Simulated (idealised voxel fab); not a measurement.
Process module under the name voxel air gaps
We display cut, a cross-section 280 nm in width whose square cells are each 5 nm.
If you're reading a cross-section in this doc, picture square cells in a grid; it comes to you as bands, top ones listed first down to the bottom, and a band can be one or more rows of cells. Top, bottom (nm), then materials left to right with widths (nm); lone material tagged "full width" fills the whole band edge to edge; "empty" = empty space. Heights from 0 (as-received wafer is one material below). Bottom band endless downward, as "0 down". When a width is written as two numbers, as in "30->40", the first number is the width in the top row of cells of the band and the second is the width in its bottom row, and the width changes by the same amount from each row to the next. When a step is marked "no modifications", none of the cells in the cross-section changed during that step. "Fully sealed voids": sealed empty spaces, 8 cells or more, no open way to top, listed width x height at distance, with distance from the left edge and width, height and distance in nm. after a step's settings: what the simulator itself notes on the step. The optional step-line setting "overlay nm" applies to steps with a mask and quantifies how far to the right of its planned location the mask lay, a negative value indicating leftward placement.
The planned process steps are enumerated hereunder:
1) RECEIVE [material Si]
2) CONFORMAL_DEP [material SiO2] [thk nm 15]
3) CONFORMAL_DEP [material SiCN] [thk nm 5]
4) DIRECTIONAL_DEP [material SiO2] [thk nm 30]
5) DIRECTIONAL_DEP [material aC] [thk nm 10]
6) PATTERN [tone open] [mask id LINES] [material resist] [width nm 15] [pitch nm 40] [thk nm 30] [overlay nm 0]
7) DIRECTIONAL_ETCH [etch materials aC] [depth nm 10]
8) STRIP [etch materials resist]
9) DIRECTIONAL_ETCH [etch materials SiO2] [depth nm 30]
10) STRIP [etch materials aC]
11) CONFORMAL_DEP [material TiN] [thk nm 5]
12) FILL_DEP [material Cu] [thk nm 5]
13) CMP [height nm 50]
14) EPI [material Ru] [thk nm 10]
15) SELECTIVE_ETCH [etch materials SiO2] [depth nm 40]
16) CONFORMAL_DEP [material SiCN] [thk nm 5]
The first of the two wafers, which ran as planned:
Wafer at receipt (post step 1), cross-section:
* 0 down = Si full width
* Fully sealed voids: none
Wafer xsec, post step 2:
* 15 to 0 = SiO2 full width
* Everything under 0 stays put, no change at all.
Wafer xsec, post step 3:
* 20 to 15 = SiCN full width
* Everything under 15 stays put, no change at all.
Wafer xsec, post step 4:
* 50 to 20 = SiO2 full width
* Everything under 20 stays put, no change at all.
Wafer xsec, post step 5:
* 60 to 50 = aC full width
* Everything under 50 stays put, no change at all.
Wafer xsec, post step 6:
* 90 to 60 = resist 70; empty 15; resist 25; empty 15; resist 25; empty 15; resist 25; empty 15; resist 75
* Everything under 60 stays put, no change at all.
Wafer xsec, post step 7:
* 80 to 60 = resist 70; empty 15; resist 25; empty 15; resist 25; empty 15; resist 25; empty 15; resist 75
* 60 to 50 = aC 70; empty 15; aC 25; empty 15; aC 25; empty 15; aC 25; empty 15; aC 75
* Everything under 50 stays put, no change at all.
Wafer xsec, post step 8:
* 60 to 50 = aC 70; empty 15; aC 25; empty 15; aC 25; empty 15; aC 25; empty 15; aC 75
* Everything under 50 stays put, no change at all.
Wafer xsec, post step 9:
* 60 to 50 = aC 70; empty 15; aC 25; empty 15; aC 25; empty 15; aC 25; empty 15; aC 75
* 50 to 20 = SiO2 70; empty 15; SiO2 25; empty 15; SiO2 25; empty 15; SiO2 25; empty 15; SiO2 75
* Everything under 20 stays put, no change at all.
Wafer xsec, post step 10:
* 50 to 20 = SiO2 70; empty 15; SiO2 25; empty 15; SiO2 25; empty 15; SiO2 25; empty 15; SiO2 75
* Everything under 20 stays put, no change at all.
Wafer xsec, post step 11:
* 55 to 50 = TiN 75; empty 5; TiN 35; empty 5; TiN 35; empty 5; TiN 35; empty 5; TiN 80
* 50 to 25 = SiO2 70; TiN 5; empty 5; TiN 5; SiO2 25; TiN 5; empty 5; TiN 5; SiO2 25; TiN 5; empty 5; TiN 5; SiO2 25; TiN 5; empty 5; TiN 5; SiO2 75
* 25 to 20 = SiO2 70; TiN 15; SiO2 25; TiN 15; SiO2 25; TiN 15; SiO2 25; TiN 15; SiO2 75
* Everything under 20 stays put, no change at all.
Wafer xsec, post step 12:
* 60 to 55 = Cu full width
* 55 to 50 = TiN 75; Cu 5; TiN 35; Cu 5; TiN 35; Cu 5; TiN 35; Cu 5; TiN 80
* 50 to 25 = SiO2 70; TiN 5; Cu 5; TiN 5; SiO2 25; TiN 5; Cu 5; TiN 5; SiO2 25; TiN 5; Cu 5; TiN 5; SiO2 25; TiN 5; Cu 5; TiN 5; SiO2 75
* Everything under 25 stays put, no change at all.
Wafer xsec, post step 13:
* 50 to 25 = SiO2 70; TiN 5; Cu 5; TiN 5; SiO2 25; TiN 5; Cu 5; TiN 5; SiO2 25; TiN 5; Cu 5; TiN 5; SiO2 25; TiN 5; Cu 5; TiN 5; SiO2 75
* Everything under 25 stays put, no change at all.
Wafer xsec, post step 14:
* 60 to 50 = empty 60; Ru 35; empty 5; Ru 35; empty 5; Ru 35; empty 5; Ru 35; empty 65
* Everything under 50 stays put, no change at all.
Wafer xsec, post step 15:
* 60 to 50 = empty 60; Ru 35; empty 5; Ru 35; empty 5; Ru 35; empty 5; Ru 35; empty 65
* 50 to 25 = empty 70; TiN 5; Cu 5; TiN 5; empty 25; TiN 5; Cu 5; TiN 5; empty 25; TiN 5; Cu 5; TiN 5; empty 25; TiN 5; Cu 5; TiN 5; empty 75
* 25 to 20 = empty 70; TiN 15; empty 25; TiN 15; empty 25; TiN 15; empty 25; TiN 15; empty 75
* Everything under 20 stays put, no change at all.
Wafer xsec, post step 16:
* 65 to 60 = empty 55; SiCN 165; empty 60
* 60 to 50 = empty 55; SiCN 5; Ru 35; SiCN 5; Ru 35; SiCN 5; Ru 35; SiCN 5; Ru 35; SiCN 5; empty 60
* 50 to 45 = empty 55; SiCN 15; TiN 5; Cu 5; TiN 5; SiCN 25; TiN 5; Cu 5; TiN 5; SiCN 25; TiN 5; Cu 5; TiN 5; SiCN 25; TiN 5; Cu 5; TiN 5; SiCN 15; empty 60
* 45 to 25 = empty 65; SiCN 5; TiN 5; Cu 5; TiN 5; SiCN 5; empty 15; SiCN 5; TiN 5; Cu 5; TiN 5; SiCN 5; empty 15; SiCN 5; TiN 5; Cu 5; TiN 5; SiCN 5; empty 15; SiCN 5; TiN 5; Cu 5; TiN 5; SiCN 5; empty 70
* 25 to 20 = SiCN 70; TiN 15; SiCN 25; TiN 15; SiCN 25; TiN 15; SiCN 25; TiN 15; SiCN 75
* Everything under 20 stays put, no change at all.
* Fully sealed voids: 15 x 20 at 90; 15 x 20 at 130; 15 x 20 at 170
Here the second wafer is described. Its start and its plan were those of the first wafer. Its run contained one mistake. Up to and including step 15, it did exactly what the first wafer did:
Second wafer cross-section, taken as of the time the plan sets for step 16 to be done: no modifications
Deviation from plan: step 16 of the plan was omitted and not executed
Final comparison by cell count, materials where the second wafer has more or fewer than the first: 140 fewer of SiCN
Wafer, first: 3 closed voids at end. Wafer, second: 0.
